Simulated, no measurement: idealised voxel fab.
Documented hereafter: the process module known as voxel ribs on slabs.
For reference, the cross-section in this document is cut, with width 240 nm and square cells of 5 nm.
Cross-section spec: square-cell grid; bands listed top down; each band is one or more rows.
Heads up on the band format: heights come first, top then bottom, in nm. After that it's the materials left to right, each with its width in nm. A single material flagged "full width" fills the whole band edge to edge, and "blank" means there's empty space there.
Heights are expressed relative to 0, this being the level below which the as-received wafer comprises one material exclusively. The lowest band is unbounded in the downward direction and is denoted as in "0 nm and below".
A two-number width, for instance "30 to 40", indicates that the width is equal to the first number in the top row of the band and to the second number in the bottom row, and that it changes by a constant amount per row of cells.
Step marked "nothing got changed"? Then no cell in the cross-section changed in it.
In the "Enclosed empty spaces" entry, you get each enclosed empty space of 8 cells or more, one with no open way to the top, written width x height at distance, distance from the left edge, in nm.
Step line, after settings: the simulator's comment on this step.
A step line may carry the setting "overlay nm", which, for steps involving a mask, states the distance by which the mask lay to the right of its intended position; negative values denote displacement to the left.

# The steps planned for the process are as follows
1) RECEIVE with material Si
2) DIRECTIONAL_DEP with material SiO2, thk nm 30
3) DIRECTIONAL_DEP with material SiN, thk nm 20
4) MASKED_ETCH with tone cover, mask id RIB, width nm 30, etch materials SiN, depth nm 10, overlay nm 0
5) PATTERN with tone cover, mask id SLAB, material resist, width nm 70, thk nm 15, overlay nm 0
6) DIRECTIONAL_ETCH with etch materials SiN, depth nm 10
7) STRIP with etch materials resist
8) FILL_DEP with material SiO2, thk nm 25
9) CMP with height nm 65
10) DIRECTIONAL_DEP with material TiN, thk nm 5
11) MASKED_ETCH with tone cover, mask id HEATER, width nm 40, etch materials TiN, depth nm 5, overlay nm 0
12) CONFORMAL_DEP with material SiN, thk nm 10

# Cross-section, incoming material, after step 1
* 0 nm and below: Si full width
* Enclosed empty spaces: none

# The first of two wafers, cross-sectioned at the end of the module, with the run proceeding as planned
* 80 nm to 75 nm: blank (90) | SiN (60) | blank (90)
* 75 nm to 70 nm: SiN full width
* 70 nm to 65 nm: SiN (100) | TiN (40) | SiN (100)
* 65 nm to 50 nm: SiO2 full width
* 50 nm to 40 nm: SiO2 (105) | SiN (30) | SiO2 (105)
* 40 nm to 30 nm: SiO2 (85) | SiN (70) | SiO2 (85)
* 30 nm to 0 nm: SiO2 full width
* 0 nm and below: Si full width
* Enclosed empty spaces: none

# What the second wafer looks like in cross-section once the module is done. Its start and its plan matched the first wafer's exactly; what differed was one mistake in how it was run
* 80 nm to 75 nm: blank (90) | SiN (60) | blank (90)
* 75 nm to 70 nm: SiN full width
* 70 nm to 65 nm: SiN (100) | TiN (40) | SiN (100)
* 65 nm to 20 nm: SiO2 full width
* 20 nm to 0 nm: SiN full width
* 0 nm and below: Si full width
* Enclosed empty spaces: none
Processing error: steps 2 and 3 run out of order (swapped)
Wafer comparison, final, in cells, second relative to first, materials more or fewer: +152 SiN | -152 SiO2
